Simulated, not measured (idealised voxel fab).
The process module presented herein is designated voxel self aligned vias.
Each square cell in cross-section cut measures 5 nm, and the section as a whole is 300 nm wide.
Square cells in a grid make up a cross-section in this document, and the grid is given as bands, listed from the top down, each one or more rows of cells.
It is stipulated that each band's entry specify, in nanometres, the height of the top of the band and then that of its bottom, followed by the materials of the band in left-to-right sequence, each together with its width in nanometres. A single material marked by the word "everywhere" is understood to fill the band from edge to edge; the word "air" is understood to denote empty space.
The reference from which all heights are counted is 0, the level beneath which the as-received wafer is entirely one material; the lowest band, having no lower bound, proceeds downward and is written after the example "from 0 down".
The notation "30..40" denotes a width that varies across the rows of cells in the band, beginning at the first number in the top row, finishing at the second number in the bottom row, and changing by an identical amount from each row to the next.
"no modifications" (step): cross-section cells unchanged, all of them.
"Sealed internal voids" enumerates empty spaces isolated from the top, with no open way to it, that contain at least 8 cells, giving each as width x height at distance from the left edge, all three in nm.
On a step's line, text after the settings is the simulator commenting on that step.
For masked steps, "overlay nm" on the step line gives how far right of plan the mask actually lay; a minus sign means it lay to the left.

[Planned process steps]
| 1 | op RECEIVE | material Si |
| 2 | op CONFORMAL_DEP | material SiO2 | thk nm 15 |
| 3 | op CONFORMAL_DEP | material SiCN | thk nm 5 |
| 4 | op DIRECTIONAL_DEP | material lowk | thk nm 20 |
| 5 | op DIRECTIONAL_DEP | material aC | thk nm 10 |
| 6 | op PATTERN | tone open | mask id LINES | material resist | width nm 20 | pitch nm 60 | thk nm 30 | overlay nm 0 |
| 7 | op DIRECTIONAL_ETCH | etch materials aC | depth nm 10 |
| 8 | op STRIP | etch materials resist |
| 9 | op DIRECTIONAL_ETCH | etch materials lowk | depth nm 20 |
| 10 | op STRIP | etch materials aC |
| 11 | op CONFORMAL_DEP | material TiN | thk nm 5 |
| 12 | op FILL_DEP | material W | thk nm 5 |
| 13 | op CMP | height nm 40 |
| 14 | op SELECTIVE_ETCH | etch materials W Ru TiN | depth nm 10 |
| 15 | op FILL_DEP | material SiN | thk nm 10 |
| 16 | op CMP | height nm 40 |
| 17 | op DIRECTIONAL_DEP | material lowk | thk nm 15 |
| 18 | op PATTERN | tone open | mask id VIAS | material resist | width nm 40 | pitch nm 60 | thk nm 20 | overlay nm 0 |
| 19 | op DIRECTIONAL_ETCH | etch materials lowk | depth nm 15 |
| 20 | op DIRECTIONAL_ETCH | etch materials SiN | depth nm 10 |
| 21 | op STRIP | etch materials resist |
| 22 | op CONFORMAL_DEP | material TiN | thk nm 5 |
| 23 | op FILL_DEP | material W | thk nm 5 |
| 24 | op CMP | height nm 55 |
| 25 | op CONFORMAL_DEP | material SiN | thk nm 5 |

[First of two wafers - as planned]

[This is the cross-section of the wafer as we received it, i.e. after step 1]
* from 0 down | Si everywhere
* Sealed internal voids: none

[So this is the wafer cross-section right after step 2]
* from 15 to 0 | SiO2 everywhere
* below 0: unchanged

[So this is the wafer cross-section right after step 3]
* from 20 to 15 | SiCN everywhere
* below 15: unchanged

[So this is the wafer cross-section right after step 4]
* from 40 to 20 | lowk everywhere
* below 20: unchanged

[So this is the wafer cross-section right after step 5]
* from 50 to 40 | aC everywhere
* below 40: unchanged

[So this is the wafer cross-section right after step 6]
* from 80 to 50 | 110 nm resist, then 20 nm air, then 40 nm resist, then 20 nm air, then 110 nm resist
* below 50: unchanged

[So this is the wafer cross-section right after step 7]
* from 70 to 50 | 110 nm resist, then 20 nm air, then 40 nm resist, then 20 nm air, then 110 nm resist
* from 50 to 40 | 110 nm aC, then 20 nm air, then 40 nm aC, then 20 nm air, then 110 nm aC
* below 40: unchanged

[So this is the wafer cross-section right after step 8]
* from 50 to 40 | 110 nm aC, then 20 nm air, then 40 nm aC, then 20 nm air, then 110 nm aC
* below 40: unchanged

[So this is the wafer cross-section right after step 9]
* from 50 to 40 | 110 nm aC, then 20 nm air, then 40 nm aC, then 20 nm air, then 110 nm aC
* from 40 to 20 | 110 nm lowk, then 20 nm air, then 40 nm lowk, then 20 nm air, then 110 nm lowk
* below 20: unchanged

[So this is the wafer cross-section right after step 10]
* from 40 to 20 | 110 nm lowk, then 20 nm air, then 40 nm lowk, then 20 nm air, then 110 nm lowk
* below 20: unchanged

[So this is the wafer cross-section right after step 11]
* from 45 to 40 | 115 nm TiN, then 10 nm air, then 50 nm TiN, then 10 nm air, then 115 nm TiN
* from 40 to 25 | 110 nm lowk, then 5 nm TiN, then 10 nm air, then 5 nm TiN, then 40 nm lowk, then 5 nm TiN, then 10 nm air, then 5 nm TiN, then 110 nm lowk
* from 25 to 20 | 110 nm lowk, then 20 nm TiN, then 40 nm lowk, then 20 nm TiN, then 110 nm lowk
* below 20: unchanged

[So this is the wafer cross-section right after step 12]
* from 50 to 45 | W everywhere
* from 45 to 40 | 115 nm TiN, then 10 nm W, then 50 nm TiN, then 10 nm W, then 115 nm TiN
* from 40 to 25 | 110 nm lowk, then 5 nm TiN, then 10 nm W, then 5 nm TiN, then 40 nm lowk, then 5 nm TiN, then 10 nm W, then 5 nm TiN, then 110 nm lowk
* below 25: unchanged

[So this is the wafer cross-section right after step 13]
* from 40 to 25 | 110 nm lowk, then 5 nm TiN, then 10 nm W, then 5 nm TiN, then 40 nm lowk, then 5 nm TiN, then 10 nm W, then 5 nm TiN, then 110 nm lowk
* below 25: unchanged

[So this is the wafer cross-section right after step 14]
* from 40 to 30 | 110 nm lowk, then 20 nm air, then 40 nm lowk, then 20 nm air, then 110 nm lowk
* below 30: unchanged

[So this is the wafer cross-section right after step 15]
* from 50 to 40 | SiN everywhere
* from 40 to 30 | 110 nm lowk, then 20 nm SiN, then 40 nm lowk, then 20 nm SiN, then 110 nm lowk
* below 30: unchanged

[So this is the wafer cross-section right after step 16]
* from 40 to 30 | 110 nm lowk, then 20 nm SiN, then 40 nm lowk, then 20 nm SiN, then 110 nm lowk
* below 30: unchanged

[So this is the wafer cross-section right after step 17]
* from 55 to 40 | lowk everywhere
* below 40: unchanged

[So this is the wafer cross-section right after step 18]
* from 75 to 55 | 100 nm resist, then 40 nm air, then 20 nm resist, then 40 nm air, then 100 nm resist
* below 55: unchanged

[So this is the wafer cross-section right after step 19]
* from 75 to 55 | 100 nm resist, then 40 nm air, then 20 nm resist, then 40 nm air, then 100 nm resist
* from 55 to 40 | 100 nm lowk, then 40 nm air, then 20 nm lowk, then 40 nm air, then 100 nm lowk
* below 40: unchanged

[So this is the wafer cross-section right after step 20]
* from 75 to 55 | 100 nm resist, then 40 nm air, then 20 nm resist, then 40 nm air, then 100 nm resist
* from 55 to 40 | 100 nm lowk, then 40 nm air, then 20 nm lowk, then 40 nm air, then 100 nm lowk
* from 40 to 30 | 110 nm lowk, then 20 nm air, then 40 nm lowk, then 20 nm air, then 110 nm lowk
* below 30: unchanged

[So this is the wafer cross-section right after step 21]
* from 55 to 40 | 100 nm lowk, then 40 nm air, then 20 nm lowk, then 40 nm air, then 100 nm lowk
* below 40: unchanged

[So this is the wafer cross-section right after step 22]
* from 60 to 55 | 105 nm TiN, then 30 nm air, then 30 nm TiN, then 30 nm air, then 105 nm TiN
* from 55 to 45 | 100 nm lowk, then 5 nm TiN, then 30 nm air, then 5 nm TiN, then 20 nm lowk, then 5 nm TiN, then 30 nm air, then 5 nm TiN, then 100 nm lowk
* from 45 to 35 | 100..110 nm lowk, then 15..5 nm TiN, then 10 nm air, then 15..5 nm TiN, then 20..40 nm lowk, then 15..5 nm TiN, then 10 nm air, then 15..5 nm TiN, then 100..110 nm lowk
* from 35 to 30 | 110 nm lowk, then 20 nm TiN, then 40 nm lowk, then 20 nm TiN, then 110 nm lowk
* below 30: unchanged

[So this is the wafer cross-section right after step 23]
* from 65 to 60 | W everywhere
* from 60 to 55 | 105 nm TiN, then 30 nm W, then 30 nm TiN, then 30 nm W, then 105 nm TiN
* from 55 to 45 | 100 nm lowk, then 5 nm TiN, then 30 nm W, then 5 nm TiN, then 20 nm lowk, then 5 nm TiN, then 30 nm W, then 5 nm TiN, then 100 nm lowk
* from 45 to 35 | 100..110 nm lowk, then 15..5 nm TiN, then 10 nm W, then 15..5 nm TiN, then 20..40 nm lowk, then 15..5 nm TiN, then 10 nm W, then 15..5 nm TiN, then 100..110 nm lowk
* below 35: unchanged

[So this is the wafer cross-section right after step 24]
* from 55 to 45 | 100 nm lowk, then 5 nm TiN, then 30 nm W, then 5 nm TiN, then 20 nm lowk, then 5 nm TiN, then 30 nm W, then 5 nm TiN, then 100 nm lowk
* below 45: unchanged

[So this is the wafer cross-section right after step 25]
* from 60 to 55 | SiN everywhere
* below 55: unchanged

[Regarding the second of the two wafers: it shared the first wafer's starting condition and process plan, yet one error occurred during its execution. Its history coincides with that of the first wafer up to and including step 3]

[Second wafer, cut view, end of step 4 per plan]
* from 40 to 20 | SiO2 everywhere
* below 20: unchanged

[Second wafer, cut view, end of step 5 per plan]
* from 50 to 40 | aC everywhere
* below 40: unchanged

[Second wafer, cut view, end of step 6 per plan]
* from 80 to 50 | 110 nm resist, then 20 nm air, then 40 nm resist, then 20 nm air, then 110 nm resist
* below 50: unchanged

[Second wafer, cut view, end of step 7 per plan]
* from 70 to 50 | 110 nm resist, then 20 nm air, then 40 nm resist, then 20 nm air, then 110 nm resist
* from 50 to 40 | 110 nm aC, then 20 nm air, then 40 nm aC, then 20 nm air, then 110 nm aC
* below 40: unchanged

[Second wafer, cut view, end of step 8 per plan]
* from 50 to 40 | 110 nm aC, then 20 nm air, then 40 nm aC, then 20 nm air, then 110 nm aC
* below 40: unchanged

Second wafer, cut view, end of step 9 per plan: no modifications

[Second wafer, cut view, end of step 10 per plan]
* from 40 to 20 | SiO2 everywhere
* below 20: unchanged

[Second wafer, cut view, end of step 11 per plan]
* from 45 to 40 | TiN everywhere
* below 40: unchanged

[Second wafer, cut view, end of step 12 per plan]
* from 50 to 45 | W everywhere
* below 45: unchanged

[Second wafer, cut view, end of step 13 per plan]
* from 40 to 20 | SiO2 everywhere
* below 20: unchanged

Second wafer, cut view, end of step 14 per plan: no modifications

[Second wafer, cut view, end of step 15 per plan]
* from 50 to 40 | SiN everywhere
* below 40: unchanged

[Second wafer, cut view, end of step 16 per plan]
* from 40 to 20 | SiO2 everywhere
* below 20: unchanged

[Second wafer, cut view, end of step 17 per plan]
* from 55 to 40 | lowk everywhere
* below 40: unchanged

[Second wafer, cut view, end of step 18 per plan]
* from 75 to 55 | 100 nm resist, then 40 nm air, then 20 nm resist, then 40 nm air, then 100 nm resist
* below 55: unchanged

[Second wafer, cut view, end of step 19 per plan]
* from 75 to 55 | 100 nm resist, then 40 nm air, then 20 nm resist, then 40 nm air, then 100 nm resist
* from 55 to 40 | 100 nm lowk, then 40 nm air, then 20 nm lowk, then 40 nm air, then 100 nm lowk
* below 40: unchanged

Second wafer, cut view, end of step 20 per plan: no modifications

[Second wafer, cut view, end of step 21 per plan]
* from 55 to 40 | 100 nm lowk, then 40 nm air, then 20 nm lowk, then 40 nm air, then 100 nm lowk
* below 40: unchanged

[Second wafer, cut view, end of step 22 per plan]
* from 60 to 55 | 105 nm TiN, then 30 nm air, then 30 nm TiN, then 30 nm air, then 105 nm TiN
* from 55 to 45 | 100 nm lowk, then 5 nm TiN, then 30 nm air, then 5 nm TiN, then 20 nm lowk, then 5 nm TiN, then 30 nm air, then 5 nm TiN, then 100 nm lowk
* from 45 to 40 | 100 nm lowk, then 40 nm TiN, then 20 nm lowk, then 40 nm TiN, then 100 nm lowk
* below 40: unchanged

[Second wafer, cut view, end of step 23 per plan]
* from 65 to 60 | W everywhere
* from 60 to 55 | 105 nm TiN, then 30 nm W, then 30 nm TiN, then 30 nm W, then 105 nm TiN
* from 55 to 45 | 100 nm lowk, then 5 nm TiN, then 30 nm W, then 5 nm TiN, then 20 nm lowk, then 5 nm TiN, then 30 nm W, then 5 nm TiN, then 100 nm lowk
* below 45: unchanged

[Second wafer, cut view, end of step 24 per plan]
* from 55 to 45 | 100 nm lowk, then 5 nm TiN, then 30 nm W, then 5 nm TiN, then 20 nm lowk, then 5 nm TiN, then 30 nm W, then 5 nm TiN, then 100 nm lowk
* below 45: unchanged

[Second wafer, cut view, end of step 25 per plan]
* from 60 to 55 | SiN everywhere
* below 55: unchanged
Nonconformance to the process plan: contrary to plan, step 4 was performed as op DIRECTIONAL_DEP | material SiO2 | thk nm 20
At the finish, the second wafer shows more or fewer cells for some materials than the first does: SiO2 +240 | TiN -20 | W -12 | lowk -208
